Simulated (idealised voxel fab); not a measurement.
process module | voxel capacitor over wiring
cross-section cut | 145 nm wide | cells 5 nm
A cross-section is a grid of square cells, given in bands from the top down. A band is one or more rows of cells.
Each band's line starts with the height of the band's top and of its bottom, in nm. Then come its materials from left to right, each with its width in nm. One material with "throughout" fills the band from edge to edge. "air" is empty space.
Height 0 is the level under which the wafer as received is all one material. The lowest band goes on downwards, as in "0 down".
A width such as "30 to 40" changes by the same amount from each row of cells to the next, from the band's top row to its bottom row.
"no change" after a step means that no cell of the cross-section changed.
closed voids: empty space of 8 cells or more with no open way to the top, each as width x height at its distance from the left edge, in nm
after a step's settings: what the simulator itself notes on the step
overlay nm, on a step with a mask: how far to the right of its planned place the mask lay; to the left if negative
plan
1 op RECEIVE | material Si
2 op CONFORMAL_DEP | material SiO2 | thk nm 10
3 op CONFORMAL_DEP | material SiN | thk nm 5
4 op DIRECTIONAL_DEP | material SiO2 | thk nm 15
5 op PATTERN | tone open | mask id METAL_1 | material resist | width nm 20 | pitch nm 75 | thk nm 15 | overlay nm 0
6 op DIRECTIONAL_ETCH | etch materials SiO2 | depth nm 15
7 op DIRECTIONAL_ETCH | etch materials SiN | depth nm 5
8 op STRIP | etch materials resist
9 op CONFORMAL_DEP | material TiN | thk nm 5
10 op FILL_DEP | material Cu | thk nm 5
11 op CMP | height nm 30
12 op CONFORMAL_DEP | material SiCN | thk nm 5
13 op DIRECTIONAL_DEP | material SiO2 | thk nm 20
14 op PATTERN | tone open | mask id PLUG_1 | material resist | width nm 15 | thk nm 15 | overlay nm 0
15 op DIRECTIONAL_ETCH | etch materials SiO2 | depth nm 20
16 op DIRECTIONAL_ETCH | etch materials SiCN | depth nm 5
17 op STRIP | etch materials resist
18 op CONFORMAL_DEP | material TiN | thk nm 5
19 op FILL_DEP | material Cu | thk nm 10
20 op CMP | height nm 55
21 op DIRECTIONAL_DEP | material TiN | thk nm 5
22 op DIRECTIONAL_DEP | material SiN | thk nm 5
23 op DIRECTIONAL_DEP | material TiN | thk nm 5
24 op PATTERN | tone cover | mask id UPPER_PLATE | material resist | width nm 60 | thk nm 15 | overlay nm 0
25 op DIRECTIONAL_ETCH | etch materials TiN | depth nm 5
26 op DIRECTIONAL_ETCH | etch materials SiN | depth nm 5
27 op STRIP | etch materials resist
28 op PATTERN | tone cover | mask id LOWER_PLATE | material resist | width nm 70 | thk nm 20 | overlay nm 0
29 op DIRECTIONAL_ETCH | etch materials TiN | depth nm 5
30 op STRIP | etch materials resist
31 op FILL_DEP | material SiO2 | thk nm 20
32 op CMP | height nm 85
33 op PATTERN | tone open | mask id PLUG_2 | material resist | width nm 15 | thk nm 15 | overlay nm 0
34 op DIRECTIONAL_ETCH | etch materials SiO2 | depth nm 15
35 op STRIP | etch materials resist
36 op CONFORMAL_DEP | material TiN | thk nm 5
37 op FILL_DEP | material Ru | thk nm 10
38 op CMP | height nm 85
39 op CONFORMAL_DEP | material SiN | thk nm 5
first wafer, as planned
as received, after step 1
  0 down: Si throughout
  closed voids: none
after step 2
  10 to 0: SiO2 throughout
  below 0: unchanged
after step 3
  15 to 10: SiN throughout
  below 10: unchanged
after step 4
  30 to 15: SiO2 throughout
  below 15: unchanged
after step 5
  45 to 30: resist 25 | air 20 | resist 55 | air 20 | resist 25
  below 30: unchanged
after step 6
  45 to 30: resist 25 | air 20 | resist 55 | air 20 | resist 25
  30 to 15: SiO2 25 | air 20 | SiO2 55 | air 20 | SiO2 25
  below 15: unchanged
after step 7
  45 to 30: resist 25 | air 20 | resist 55 | air 20 | resist 25
  30 to 15: SiO2 25 | air 20 | SiO2 55 | air 20 | SiO2 25
  15 to 10: SiN 25 | air 20 | SiN 55 | air 20 | SiN 25
  below 10: unchanged
after step 8
  30 to 15: SiO2 25 | air 20 | SiO2 55 | air 20 | SiO2 25
  below 15: unchanged
after step 9
  35 to 30: TiN 30 | air 10 | TiN 65 | air 10 | TiN 30
  30 to 15: SiO2 25 | TiN 5 | air 10 | TiN 5 | SiO2 55 | TiN 5 | air 10 | TiN 5 | SiO2 25
  15 to 10: SiN 25 | TiN 20 | SiN 55 | TiN 20 | SiN 25
  below 10: unchanged
after step 10
  40 to 35: Cu throughout
  35 to 30: TiN 30 | Cu 10 | TiN 65 | Cu 10 | TiN 30
  30 to 15: SiO2 25 | TiN 5 | Cu 10 | TiN 5 | SiO2 55 | TiN 5 | Cu 10 | TiN 5 | SiO2 25
  below 15: unchanged
after step 11
  30 to 15: SiO2 25 | TiN 5 | Cu 10 | TiN 5 | SiO2 55 | TiN 5 | Cu 10 | TiN 5 | SiO2 25
  below 15: unchanged
after step 12
  35 to 30: SiCN throughout
  below 30: unchanged
after step 13
  55 to 35: SiO2 throughout
  below 35: unchanged
after step 14
  70 to 55: resist 30 | air 15 | resist 100
  below 55: unchanged
after step 15
  70 to 55: resist 30 | air 15 | resist 100
  55 to 35: SiO2 30 | air 15 | SiO2 100
  below 35: unchanged
after step 16
  70 to 55: resist 30 | air 15 | resist 100
  55 to 35: SiO2 30 | air 15 | SiO2 100
  35 to 30: SiCN 30 | air 15 | SiCN 100
  below 30: unchanged
after step 17
  55 to 35: SiO2 30 | air 15 | SiO2 100
  below 35: unchanged
after step 18
  60 to 55: TiN 35 | air 5 | TiN 105
  55 to 35: SiO2 30 | TiN 5 | air 5 | TiN 5 | SiO2 100
  35 to 30: SiCN 30 | TiN 15 | SiCN 100
  below 30: unchanged
after step 19
  70 to 60: Cu throughout
  60 to 55: TiN 35 | Cu 5 | TiN 105
  55 to 35: SiO2 30 | TiN 5 | Cu 5 | TiN 5 | SiO2 100
  below 35: unchanged
after step 20
  55 to 35: SiO2 30 | TiN 5 | Cu 5 | TiN 5 | SiO2 100
  below 35: unchanged
after step 21
  60 to 55: TiN throughout
  below 55: unchanged
after step 22
  65 to 60: SiN throughout
  below 60: unchanged
after step 23
  70 to 65: TiN throughout
  below 65: unchanged
after step 24
  85 to 70: air 30 | resist 60 | air 55
  below 70: unchanged
after step 25
  85 to 70: air 30 | resist 60 | air 55
  70 to 65: air 30 | TiN 60 | air 55
  below 65: unchanged
after step 26
  85 to 70: air 30 | resist 60 | air 55
  70 to 65: air 30 | TiN 60 | air 55
  65 to 60: air 30 | SiN 60 | air 55
  below 60: unchanged
after step 27
  70 to 65: air 30 | TiN 60 | air 55
  below 65: unchanged
after step 28
  90 to 70: air 25 | resist 70 | air 50
  70 to 65: air 25 | resist 5 | TiN 60 | resist 5 | air 50
  65 to 60: air 25 | resist 5 | SiN 60 | resist 5 | air 50
  below 60: unchanged
after step 29
  90 to 70: air 25 | resist 70 | air 50
  70 to 65: air 25 | resist 5 | TiN 60 | resist 5 | air 50
  65 to 60: air 25 | resist 5 | SiN 60 | resist 5 | air 50
  60 to 55: air 25 | TiN 70 | air 50
  below 55: unchanged
after step 30
  70 to 65: air 30 | TiN 60 | air 55
  65 to 60: air 30 | SiN 60 | air 55
  below 60: unchanged
after step 31
  90 to 70: SiO2 throughout
  70 to 65: SiO2 30 | TiN 60 | SiO2 55
  65 to 60: SiO2 30 | SiN 60 | SiO2 55
  60 to 55: SiO2 25 | TiN 70 | SiO2 50
  below 55: unchanged
after step 32
  85 to 70: SiO2 throughout
  below 70: unchanged
after step 33
  100 to 85: resist 40 | air 15 | resist 90
  below 85: unchanged
after step 34
  100 to 85: resist 40 | air 15 | resist 90
  85 to 70: SiO2 40 | air 15 | SiO2 90
  below 70: unchanged
after step 35
  85 to 70: SiO2 40 | air 15 | SiO2 90
  below 70: unchanged
after step 36
  90 to 85: TiN 45 | air 5 | TiN 95
  85 to 75: SiO2 40 | TiN 5 | air 5 | TiN 5 | SiO2 90
  75 to 65: SiO2 40 to 30 | TiN 15 to 60 | SiO2 90 to 55
  below 65: unchanged
after step 37
  100 to 90: Ru throughout
  90 to 85: TiN 45 | Ru 5 | TiN 95
  85 to 75: SiO2 40 | TiN 5 | Ru 5 | TiN 5 | SiO2 90
  below 75: unchanged
after step 38
  85 to 75: SiO2 40 | TiN 5 | Ru 5 | TiN 5 | SiO2 90
  below 75: unchanged
after step 39
  90 to 85: SiN throughout
  below 85: unchanged
second wafer: like start, like plan, one mistake. Through step 27 it matches the first wafer
when step 28 should have ended
  90 to 70: air 30 | resist 65 | air 50
  70 to 65: air 30 | TiN 60 | resist 5 | air 50
  65 to 60: air 30 | SiN 60 | resist 5 | air 50
  below 60: unchanged
when step 29 should have ended
  90 to 70: air 30 | resist 65 | air 50
  70 to 65: air 30 | TiN 60 | resist 5 | air 50
  65 to 60: air 30 | SiN 60 | resist 5 | air 50
  60 to 55: air 30 | TiN 65 | air 50
  below 55: unchanged
when step 30 should have ended
  70 to 65: air 30 | TiN 60 | air 55
  65 to 60: air 30 | SiN 60 | air 55
  below 60: unchanged
when step 31 should have ended
  90 to 70: SiO2 throughout
  70 to 65: SiO2 30 | TiN 60 | SiO2 55
  65 to 60: SiO2 30 | SiN 60 | SiO2 55
  60 to 55: SiO2 30 | TiN 65 | SiO2 50
  below 55: unchanged
when step 32 should have ended
  85 to 70: SiO2 throughout
  below 70: unchanged
when step 33 should have ended
  100 to 85: resist 40 | air 15 | resist 90
  below 85: unchanged
when step 34 should have ended
  100 to 85: resist 40 | air 15 | resist 90
  85 to 70: SiO2 40 | air 15 | SiO2 90
  below 70: unchanged
when step 35 should have ended
  85 to 70: SiO2 40 | air 15 | SiO2 90
  below 70: unchanged
when step 36 should have ended
  90 to 85: TiN 45 | air 5 | TiN 95
  85 to 75: SiO2 40 | TiN 5 | air 5 | TiN 5 | SiO2 90
  75 to 65: SiO2 40 to 30 | TiN 15 to 60 | SiO2 90 to 55
  below 65: unchanged
when step 37 should have ended
  100 to 90: Ru throughout
  90 to 85: TiN 45 | Ru 5 | TiN 95
  85 to 75: SiO2 40 | TiN 5 | Ru 5 | TiN 5 | SiO2 90
  below 75: unchanged
when step 38 should have ended
  85 to 75: SiO2 40 | TiN 5 | Ru 5 | TiN 5 | SiO2 90
  below 75: unchanged
when step 39 should have ended
  90 to 85: SiN throughout
  below 85: unchanged
what went wrong: step 28 ran as: op PATTERN | tone cover | mask id LOWER_PLATE | material resist | width nm 65 | thk nm 20 | overlay nm 0
at the end the second wafer has, in cells: 1 more of SiO2 | 1 fewer of TiN
